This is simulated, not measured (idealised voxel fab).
process module | voxel self aligned contacts
Shown is cross-section cut, with a width of 300 nm and square cells of size 5 nm.
Format of a cross-section: grid, square cells. Given as bands. Order: top down. Band: one or more rows of cells.
Heads up on the band format: heights come first, top then bottom, in nm. After that it's the materials left to right, each with its width in nm. A single material flagged "everywhere" fills the whole band edge to edge, and "blank" means there's empty space there.
Where do heights start? At 0: under that level the wafer as delivered is made of one material only. And the lowest band has no floor; it just carries on downward, as in "0..down".
Width spec "30 to 40" -> top row of cells at first value, bottom row at second value, equal per-row change in between.
Basically "stayed the same" means that step didn't change any cell in the cross-section.
"Trapped cavities" means: voids of 8 cells or more that are shut off from the top with no open way through. Written width x height at distance, distance from the left edge, in nm.
Where a step's line continues beyond its settings, the continuation is a remark by the simulator itself on that step.
For masked steps, "overlay nm" on the step line gives how far right of plan the mask actually lay; a minus sign means it lay to the left.
**Set out below are the planned steps of the process**
1,RECEIVE with material Si
2,OXIDIZE with depth nm 5
3,DIRECTIONAL_DEP with material polySi, thk nm 20
4,DIRECTIONAL_DEP with material SiN, thk nm 15
5,PATTERN with tone cover, mask id GATE, material resist, width nm 35, pitch nm 60, thk nm 20, overlay nm 0
6,DIRECTIONAL_ETCH with etch materials SiN, depth nm 15
7,DIRECTIONAL_ETCH with etch materials polySi, depth nm 20
8,STRIP with etch materials resist
9,CONFORMAL_DEP with material SiN, thk nm 5
10,DIRECTIONAL_ETCH with etch materials SiN, depth nm 5
11,FILL_DEP with material SiO2, thk nm 15
12,CMP with height nm 45
13,PATTERN with tone open, mask id CONTACT, material resist, width nm 35, thk nm 15, overlay nm 0
14,DIRECTIONAL_ETCH with etch materials SiO2, depth nm 50
15,STRIP with etch materials resist
16,CONFORMAL_DEP with material TiN, thk nm 5
17,FILL_DEP with material Ru, thk nm 10
18,CMP with height nm 45
19,CONFORMAL_DEP with material SiN, thk nm 5
**As received (post step 1): cross-section**
  0..down: Si everywhere
  Trapped cavities: none
**One mistake in running the module, otherwise start and plan as above: cross-section at the end**
  50..45: SiN everywhere
  45..35: 130 of SiO2, then 5 to 15 of TiN, then 25 to 5 of Ru, then 5 to 15 of TiN, then 135 of SiO2
  35..20: 95 of SiO2, then 5 of SiN, then 35 of polySi, then 5 of SiN, then 5 of TiN, then 5 of Ru, then 5 of TiN, then 5 of SiN, then 35 of polySi, then 5 of SiN, then 100 of SiO2
  20..15: 95 of SiO2, then 5 of SiN, then 35 of polySi, then 5 of SiN, then 15 of TiN, then 5 of SiN, then 35 of polySi, then 5 of SiN, then 100 of SiO2
  15..0: SiN everywhere
  0..-5: SiO2 everywhere
  -5..down: Si everywhere
  Trapped cavities: none
Where did the run depart from the plan? steps 3 and 4: order swapped relative to plan
